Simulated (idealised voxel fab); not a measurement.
This section sets out a process module, namely voxel trench capacitor.
Shown is cross-section cut, with a width of 160 nm and square cells of size 5 nm.
Each cross-section below is a grid of square cells, stated as bands in top-down order, with one or more rows of cells making up each band. In this notation a band is specified by the heights of its top and bottom, in that order and in nm, after which its materials appear from left to right, each paired with its width in nm. The word "everywhere" attached to a single material means that material fills the band from edge to edge; the word "empty" stands for empty space. Heights are measured from 0, the level below which the as-received wafer is all one material; the lowest band has no bottom and continues downward, written as in "0 and below". Width spec "30 to 40" -> top row of cells at first value, bottom row at second value, equal per-row change in between. "nothing different" means the step left every cell of the cross-section as it was. This entry, "Sealed cavities", enumerates those empty regions of no fewer than 8 cells that possess no open connection to the top. Each region is reported in the form width x height at distance, the distance being taken from the left edge, with all three quantities expressed in nm. Step line, after settings: the simulator's comment on this step. "overlay nm", when on a step's line for a step with a mask, measures how far to the right of its planned place the mask lay; a negative measure means to the left. Each pair below shows a cross-section before one step and the cross-section after it, down to the lowest band that changed. The line under each pair gives the step between them, with its settings. The pairs can come from different runs of this module on the same starting wafer, so a pair continues from the pair above only where its "Cross-section, before" says so.
Cross-section, before:
	0 and below: Si everywhere
	Sealed cavities: none
Cross-Section Thereafter:
	10 down to 0: SiN everywhere
	Everything below 0 is unchanged.
	Sealed cavities: none
Step applied between the pre-step and post-step cross-sections shown above: CONFORMAL_DEP, material SiN, thk nm 10
Cross-section, before: it's just the after picture from the pair right above this one.
Cross-Section Thereafter:
	10 down to 0: 35 SiN, 20 empty, 15 SiN, 20 empty, 15 SiN, 20 empty, 35 SiN
	Everything below 0 is unchanged.
	Sealed cavities: none
Step applied between the pre-step and post-step cross-sections shown above: MASKED_ETCH, tone open, mask id TRENCH, width nm 20, pitch nm 35, etch materials SiN, depth nm 10, overlay nm 0
Cross-section, before: it's just the after picture from the pair right above this one.
Cross-Section Thereafter:
	10 down to 0: 35 SiN, 20 empty, 15 SiN, 20 empty, 15 SiN, 20 empty, 35 SiN
	0 down to -35: 35 Si, 20 empty, 15 Si, 20 empty, 15 Si, 20 empty, 35 Si
	Everything below -35 is unchanged.
	Sealed cavities: none
Step applied between the pre-step and post-step cross-sections shown above: MASKED_ETCH, tone open, mask id TRENCH, width nm 20, pitch nm 35, etch materials Si, depth nm 35, overlay nm 0
Cross-section, before: it's just the after picture from the pair right above this one.
Cross-Section Thereafter:
	15 down to 10: 40 SiO2, 10 empty, 25 SiO2, 10 empty, 25 SiO2, 10 empty, 40 SiO2
	10 down to 0: 35 SiN, 5 SiO2, 10 empty, 5 SiO2, 15 SiN, 5 SiO2, 10 empty, 5 SiO2, 15 SiN, 5 SiO2, 10 empty, 5 SiO2, 35 SiN
	0 down to -30: 35 Si, 5 SiO2, 10 empty, 5 SiO2, 15 Si, 5 SiO2, 10 empty, 5 SiO2, 15 Si, 5 SiO2, 10 empty, 5 SiO2, 35 Si
	-30 down to -35: 35 Si, 20 SiO2, 15 Si, 20 SiO2, 15 Si, 20 SiO2, 35 Si
	Everything below -35 is unchanged.
	Sealed cavities: none
Step applied between the pre-step and post-step cross-sections shown above: CONFORMAL_DEP, material SiO2, thk nm 5
Cross-section, before: it's just the after picture from the pair right above this one.
Cross-Section Thereafter:
	25 down to 15: polySi everywhere
	15 down to 10: 40 SiO2, 10 polySi, 25 SiO2, 10 polySi, 25 SiO2, 10 polySi, 40 SiO2
	10 down to 0: 35 SiN, 5 SiO2, 10 polySi, 5 SiO2, 15 SiN, 5 SiO2, 10 polySi, 5 SiO2, 15 SiN, 5 SiO2, 10 polySi, 5 SiO2, 35 SiN
	0 down to -30: 35 Si, 5 SiO2, 10 polySi, 5 SiO2, 15 Si, 5 SiO2, 10 polySi, 5 SiO2, 15 Si, 5 SiO2, 10 polySi, 5 SiO2, 35 Si
	Everything below -30 is unchanged.
	Sealed cavities: none
Step applied between the pre-step and post-step cross-sections shown above: FILL_DEP, material polySi, thk nm 10
Cross-section, before: it's just the after picture from the pair right above this one.
Cross-Section Thereafter:
	10 down to 0: 35 SiN, 5 SiO2, 10 polySi, 5 SiO2, 15 SiN, 5 SiO2, 10 polySi, 5 SiO2, 15 SiN, 5 SiO2, 10 polySi, 5 SiO2, 35 SiN
	Everything below 0 is unchanged.
	Sealed cavities: none
Step applied between the pre-step and post-step cross-sections shown above: CMP, height nm 10
Cross-section, before:
	0 and below: Si everywhere
	Sealed cavities: none
Cross-Section Thereafter:
	0 down to -35: 35 Si, 20 empty, 15 Si, 20 empty, 15 Si, 20 empty, 35 Si
	Everything below -35 is unchanged.
	Sealed cavities: none
Step applied between the pre-step and post-step cross-sections shown above: MASKED_ETCH, tone open, mask id TRENCH, width nm 20, pitch nm 35, etch materials Si, depth nm 35, overlay nm 0
Cross-section, before: it's just the after picture from the pair right above this one.
Cross-Section Thereafter:
	5 down to 0: 40 SiO2, 10 empty, 25 SiO2, 10 empty, 25 SiO2, 10 empty, 40 SiO2
	0 down to -30: 35 Si, 5 SiO2, 10 empty, 5 SiO2, 15 Si, 5 SiO2, 10 empty, 5 SiO2, 15 Si, 5 SiO2, 10 empty, 5 SiO2, 35 Si
	-30 down to -35: 35 Si, 20 SiO2, 15 Si, 20 SiO2, 15 Si, 20 SiO2, 35 Si
	Everything below -35 is unchanged.
	Sealed cavities: none
Step applied between the pre-step and post-step cross-sections shown above: CONFORMAL_DEP, material SiO2, thk nm 5
Cross-section, before: it's just the after picture from the pair right above this one.
Cross-Section Thereafter:
	15 down to 5: polySi everywhere
	5 down to 0: 40 SiO2, 10 polySi, 25 SiO2, 10 polySi, 25 SiO2, 10 polySi, 40 SiO2
	0 down to -30: 35 Si, 5 SiO2, 10 polySi, 5 SiO2, 15 Si, 5 SiO2, 10 polySi, 5 SiO2, 15 Si, 5 SiO2, 10 polySi, 5 SiO2, 35 Si
	Everything below -30 is unchanged.
	Sealed cavities: none
Step applied between the pre-step and post-step cross-sections shown above: FILL_DEP, material polySi, thk nm 10
Cross-section, before: it's just the after picture from the pair right above this one.
Cross-Section Thereafter:
	10 down to 5: polySi everywhere
	Everything below 5 is unchanged.
	Sealed cavities: none
Step applied between the pre-step and post-step cross-sections shown above: CMP, height nm 10
Cross-section, before:
	10 down to 0: 35 SiN, 20 empty, 15 SiN, 20 empty, 15 SiN, 20 empty, 35 SiN
	0 and below: Si everywhere
	Sealed cavities: none
Cross-Section Thereafter:
	10 down to 0: 35 SiN, 20 empty, 15 SiN, 20 empty, 15 SiN, 20 empty, 35 SiN
	0 down to -45: 35 Si, 20 empty, 15 Si, 20 empty, 15 Si, 20 empty, 35 Si
	Everything below -45 is unchanged.
	Sealed cavities: none
Step applied between the pre-step and post-step cross-sections shown above: MASKED_ETCH, tone open, mask id TRENCH, width nm 20, pitch nm 35, etch materials Si, depth nm 45, overlay nm 0
Cross-section, before: it's just the after picture from the pair right above this one.
Cross-Section Thereafter:
	15 down to 10: 40 SiO2, 10 empty, 25 SiO2, 10 empty, 25 SiO2, 10 empty, 40 SiO2
	10 down to 0: 35 SiN, 5 SiO2, 10 empty, 5 SiO2, 15 SiN, 5 SiO2, 10 empty, 5 SiO2, 15 SiN, 5 SiO2, 10 empty, 5 SiO2, 35 SiN
	0 down to -40: 35 Si, 5 SiO2, 10 empty, 5 SiO2, 15 Si, 5 SiO2, 10 empty, 5 SiO2, 15 Si, 5 SiO2, 10 empty, 5 SiO2, 35 Si
	-40 down to -45: 35 Si, 20 SiO2, 15 Si, 20 SiO2, 15 Si, 20 SiO2, 35 Si
	Everything below -45 is unchanged.
	Sealed cavities: none
Step applied between the pre-step and post-step cross-sections shown above: CONFORMAL_DEP, material SiO2, thk nm 5
Cross-section, before: it's just the after picture from the pair right above this one.
Cross-Section Thereafter:
	25 down to 15: polySi everywhere
	15 down to 10: 40 SiO2, 10 polySi, 25 SiO2, 10 polySi, 25 SiO2, 10 polySi, 40 SiO2
	10 down to 0: 35 SiN, 5 SiO2, 10 polySi, 5 SiO2, 15 SiN, 5 SiO2, 10 polySi, 5 SiO2, 15 SiN, 5 SiO2, 10 polySi, 5 SiO2, 35 SiN
	0 down to -40: 35 Si, 5 SiO2, 10 polySi, 5 SiO2, 15 Si, 5 SiO2, 10 polySi, 5 SiO2, 15 Si, 5 SiO2, 10 polySi, 5 SiO2, 35 Si
	Everything below -40 is unchanged.
	Sealed cavities: none
Step applied between the pre-step and post-step cross-sections shown above: FILL_DEP, material polySi, thk nm 10
Cross-section, before: it's just the after picture from the pair right above this one.
Cross-Section Thereafter:
	10 down to 0: 35 SiN, 5 SiO2, 10 polySi, 5 SiO2, 15 SiN, 5 SiO2, 10 polySi, 5 SiO2, 15 SiN, 5 SiO2, 10 polySi, 5 SiO2, 35 SiN
	Everything below 0 is unchanged.
	Sealed cavities: none
Step applied between the pre-step and post-step cross-sections shown above: CMP, height nm 10
Cross-section, before:
	10 down to 0: SiN everywhere
	0 and below: Si everywhere
	Sealed cavities: none
Cross-Section Thereafter:
	10 down to 0: 40 SiN, 15 empty, 20 SiN, 15 empty, 20 SiN, 15 empty, 35 SiN
	Everything below 0 is unchanged.
	Sealed cavities: none
Step applied between the pre-step and post-step cross-sections shown above: MASKED_ETCH, tone open, mask id TRENCH, width nm 15, pitch nm 35, etch materials SiN, depth nm 10, overlay nm 0
Cross-section, before: it's just the after picture from the pair right above this one.
Cross-Section Thereafter:
	10 down to 0: 40 SiN, 15 empty, 20 SiN, 15 empty, 20 SiN, 15 empty, 35 SiN
	0 down to -35: 40 Si, 15 empty, 20 Si, 15 empty, 20 Si, 15 empty, 35 Si
	Everything below -35 is unchanged.
	Sealed cavities: none
Step applied between the pre-step and post-step cross-sections shown above: MASKED_ETCH, tone open, mask id TRENCH, width nm 20, pitch nm 35, etch materials Si, depth nm 35, overlay nm 0
Cross-section, before: it's just the after picture from the pair right above this one.
Cross-Section Thereafter:
	15 down to 10: 45 SiO2, 5 empty, 30 SiO2, 5 empty, 30 SiO2, 5 empty, 40 SiO2
	10 down to 0: 40 SiN, 5 SiO2, 5 empty, 5 SiO2, 20 SiN, 5 SiO2, 5 empty, 5 SiO2, 20 SiN, 5 SiO2, 5 empty, 5 SiO2, 35 SiN
	0 down to -30: 40 Si, 5 SiO2, 5 empty, 5 SiO2, 20 Si, 5 SiO2, 5 empty, 5 SiO2, 20 Si, 5 SiO2, 5 empty, 5 SiO2, 35 Si
	-30 down to -35: 40 Si, 15 SiO2, 20 Si, 15 SiO2, 20 Si, 15 SiO2, 35 Si
	Everything below -35 is unchanged.
	Sealed cavities: none
Step applied between the pre-step and post-step cross-sections shown above: CONFORMAL_DEP, material SiO2, thk nm 5
Cross-section, before: it's just the after picture from the pair right above this one.
Cross-Section Thereafter:
	25 down to 15: polySi everywhere
	15 down to 10: 45 SiO2, 5 polySi, 30 SiO2, 5 polySi, 30 SiO2, 5 polySi, 40 SiO2
	10 down to 0: 40 SiN, 5 SiO2, 5 polySi, 5 SiO2, 20 SiN, 5 SiO2, 5 polySi, 5 SiO2, 20 SiN, 5 SiO2, 5 polySi, 5 SiO2, 35 SiN
	0 down to -30: 40 Si, 5 SiO2, 5 polySi, 5 SiO2, 20 Si, 5 SiO2, 5 polySi, 5 SiO2, 20 Si, 5 SiO2, 5 polySi, 5 SiO2, 35 Si
	Everything below -30 is unchanged.
	Sealed cavities: none
Step applied between the pre-step and post-step cross-sections shown above: FILL_DEP, material polySi, thk nm 10
Cross-section, before: it's just the after picture from the pair right above this one.
Cross-Section Thereafter:
	10 down to 0: 40 SiN, 5 SiO2, 5 polySi, 5 SiO2, 20 SiN, 5 SiO2, 5 polySi, 5 SiO2, 20 SiN, 5 SiO2, 5 polySi, 5 SiO2, 35 SiN
	Everything below 0 is unchanged.
	Sealed cavities: none
Step applied between the pre-step and post-step cross-sections shown above: CMP, height nm 10
Cross-section, before:
	10 down to 0: 35 SiN, 20 empty, 15 SiN, 20 empty, 15 SiN, 20 empty, 35 SiN
	0 and below: Si everywhere
	Sealed cavities: none
Cross-Section Thereafter:
	10 down to 0: 35 SiN, 20 empty, 15 SiN, 20 empty, 15 SiN, 20 empty, 35 SiN
	0 down to -35: 35 Si, 15 empty, 20 Si, 15 empty, 20 Si, 15 empty, 40 Si
	Everything below -35 is unchanged.
	Sealed cavities: none
Step applied between the pre-step and post-step cross-sections shown above: MASKED_ETCH, tone open, mask id TRENCH, width nm 20, pitch nm 35, etch materials Si, depth nm 35, overlay nm -5
Cross-section, before: it's just the after picture from the pair right above this one.
Cross-Section Thereafter:
	15 down to 10: 40 SiO2, 10 empty, 25 SiO2, 10 empty, 25 SiO2, 10 empty, 40 SiO2
	10 down to 0: 35 SiN, 5 SiO2, 10 to 5 empty, 5 to 10 SiO2, 15 SiN, 5 SiO2, 10 to 5 empty, 5 to 10 SiO2, 15 SiN, 5 SiO2, 10 to 5 empty, 5 to 10 SiO2, 35 SiN
	0 down to -30: 35 Si, 5 SiO2, 5 empty, 5 SiO2, 20 Si, 5 SiO2, 5 empty, 5 SiO2, 20 Si, 5 SiO2, 5 empty, 5 SiO2, 40 Si
	-30 down to -35: 35 Si, 15 SiO2, 20 Si, 15 SiO2, 20 Si, 15 SiO2, 40 Si
	Everything below -35 is unchanged.
	Sealed cavities: none
Step applied between the pre-step and post-step cross-sections shown above: CONFORMAL_DEP, material SiO2, thk nm 5
Cross-section, before: it's just the after picture from the pair right above this one.
Cross-Section Thereafter:
	25 down to 15: polySi everywhere
	15 down to 10: 40 SiO2, 10 polySi, 25 SiO2, 10 polySi, 25 SiO2, 10 polySi, 40 SiO2
	10 down to 0: 35 SiN, 5 SiO2, 10 to 5 polySi, 5 to 10 SiO2, 15 SiN, 5 SiO2, 10 to 5 polySi, 5 to 10 SiO2, 15 SiN, 5 SiO2, 10 to 5 polySi, 5 to 10 SiO2, 35 SiN
	0 down to -30: 35 Si, 5 SiO2, 5 polySi, 5 SiO2, 20 Si, 5 SiO2, 5 polySi, 5 SiO2, 20 Si, 5 SiO2, 5 polySi, 5 SiO2, 40 Si
	Everything below -30 is unchanged.
	Sealed cavities: none
Step applied between the pre-step and post-step cross-sections shown above: FILL_DEP, material polySi, thk nm 10
Cross-section, before: it's just the after picture from the pair right above this one.
Cross-Section Thereafter:
	10 down to 0: 35 SiN, 5 SiO2, 10 to 5 polySi, 5 to 10 SiO2, 15 SiN, 5 SiO2, 10 to 5 polySi, 5 to 10 SiO2, 15 SiN, 5 SiO2, 10 to 5 polySi, 5 to 10 SiO2, 35 SiN
	Everything below 0 is unchanged.
	Sealed cavities: none
Step applied between the pre-step and post-step cross-sections shown above: CMP, height nm 10
Cross-section, before:
	0 and below: Si everywhere
	Sealed cavities: none
Cross-Section Thereafter:
	10 down to 0: polySi everywhere
	Everything below 0 is unchanged.
	Sealed cavities: none
Step applied between the pre-step and post-step cross-sections shown above: CONFORMAL_DEP, material polySi, thk nm 10
Cross-section, before: it's just the after picture from the pair right above this one.
Cross-Section Thereafter:
	10 down to 0: 35 polySi, 20 empty, 15 polySi, 20 empty, 15 polySi, 20 empty, 35 polySi
	0 down to -25: 35 Si, 20 empty, 15 Si, 20 empty, 15 Si, 20 empty, 35 Si
	Everything below -25 is unchanged.
	Sealed cavities: none
Step applied between the pre-step and post-step cross-sections shown above: MASKED_ETCH, tone open, mask id TRENCH, width nm 20, pitch nm 35, etch materials Si, depth nm 35, overlay nm 0
Cross-section, before: it's just the after picture from the pair right above this one.
Cross-Section Thereafter:
	15 down to 10: 40 SiO2, 10 empty, 25 SiO2, 10 empty, 25 SiO2, 10 empty, 40 SiO2
	10 down to 0: 35 polySi, 5 SiO2, 10 empty, 5 SiO2, 15 polySi, 5 SiO2, 10 empty, 5 SiO2, 15 polySi, 5 SiO2, 10 empty, 5 SiO2, 35 polySi
	0 down to -20: 35 Si, 5 SiO2, 10 empty, 5 SiO2, 15 Si, 5 SiO2, 10 empty, 5 SiO2, 15 Si, 5 SiO2, 10 empty, 5 SiO2, 35 Si
	-20 down to -25: 35 Si, 20 SiO2, 15 Si, 20 SiO2, 15 Si, 20 SiO2, 35 Si
	Everything below -25 is unchanged.
	Sealed cavities: none
Step applied between the pre-step and post-step cross-sections shown above: CONFORMAL_DEP, material SiO2, thk nm 5
Cross-section, before: it's just the after picture from the pair right above this one.
Cross-Section Thereafter:
	25 down to 15: polySi everywhere
	15 down to 10: 40 SiO2, 10 polySi, 25 SiO2, 10 polySi, 25 SiO2, 10 polySi, 40 SiO2
	10 down to 0: 35 polySi, 5 SiO2, 10 polySi, 5 SiO2, 15 polySi, 5 SiO2, 10 polySi, 5 SiO2, 15 polySi, 5 SiO2, 10 polySi, 5 SiO2, 35 polySi
	0 down to -20: 35 Si, 5 SiO2, 10 polySi, 5 SiO2, 15 Si, 5 SiO2, 10 polySi, 5 SiO2, 15 Si, 5 SiO2, 10 polySi, 5 SiO2, 35 Si
	Everything below -20 is unchanged.
	Sealed cavities: none
Step applied between the pre-step and post-step cross-sections shown above: FILL_DEP, material polySi, thk nm 10
Cross-section, before: it's just the after picture from the pair right above this one.
Cross-Section Thereafter:
	10 down to 0: 35 polySi, 5 SiO2, 10 polySi, 5 SiO2, 15 polySi, 5 SiO2, 10 polySi, 5 SiO2, 15 polySi, 5 SiO2, 10 polySi, 5 SiO2, 35 polySi
	Everything below 0 is unchanged.
	Sealed cavities: none
Step applied between the pre-step and post-step cross-sections shown above: CMP, height nm 10
Cross-section, before:
	10 down to 0: SiN everywhere
	0 and below: Si everywhere
	Sealed cavities: none
Cross-Section Thereafter:
	10 down to 0: 35 empty, 20 SiN, 15 empty, 20 SiN, 15 empty, 20 SiN, 35 empty
	Everything below 0 is unchanged.
	Sealed cavities: none
Step applied between the pre-step and post-step cross-sections shown above: MASKED_ETCH, tone cover, mask id TRENCH, width nm 20, pitch nm 35, etch materials SiN, depth nm 10, overlay nm 0
Cross-section, before: it's just the after picture from the pair right above this one.
Cross-Section Thereafter:
	15 down to 10: 30 empty, 30 SiO2, 5 empty, 30 SiO2, 5 empty, 30 SiO2, 30 empty
	10 down to 5: 30 empty, 5 SiO2, 20 SiN, 5 SiO2, 5 empty, 5 SiO2, 20 SiN, 5 SiO2, 5 empty, 5 SiO2, 20 SiN, 5 SiO2, 30 empty
	5 down to 0: 35 SiO2, 20 SiN, 15 SiO2, 20 SiN, 15 SiO2, 20 SiN, 35 SiO2
	Everything below 0 is unchanged.
	Sealed cavities: none
Step applied between the pre-step and post-step cross-sections shown above: CONFORMAL_DEP, material SiO2, thk nm 5
Cross-section, before: it's just the after picture from the pair right above this one.
Cross-Section Thereafter:
	25 down to 15: polySi everywhere
	15 down to 10: 30 polySi, 30 SiO2, 5 polySi, 30 SiO2, 5 polySi, 30 SiO2, 30 polySi
	10 down to 5: 30 polySi, 5 SiO2, 20 SiN, 5 SiO2, 5 polySi, 5 SiO2, 20 SiN, 5 SiO2, 5 polySi, 5 SiO2, 20 SiN, 5 SiO2, 30 polySi
	Everything below 5 is unchanged.
	Sealed cavities: none
Step applied between the pre-step and post-step cross-sections shown above: FILL_DEP, material polySi, thk nm 10
Cross-section, before: it's just the after picture from the pair right above this one.
Cross-Section Thereafter:
	10 down to 5: 30 polySi, 5 SiO2, 20 SiN, 5 SiO2, 5 polySi, 5 SiO2, 20 SiN, 5 SiO2, 5 polySi, 5 SiO2, 20 SiN, 5 SiO2, 30 polySi
	Everything below 5 is unchanged.
	Sealed cavities: none
Step applied between the pre-step and post-step cross-sections shown above: CMP, height nm 10
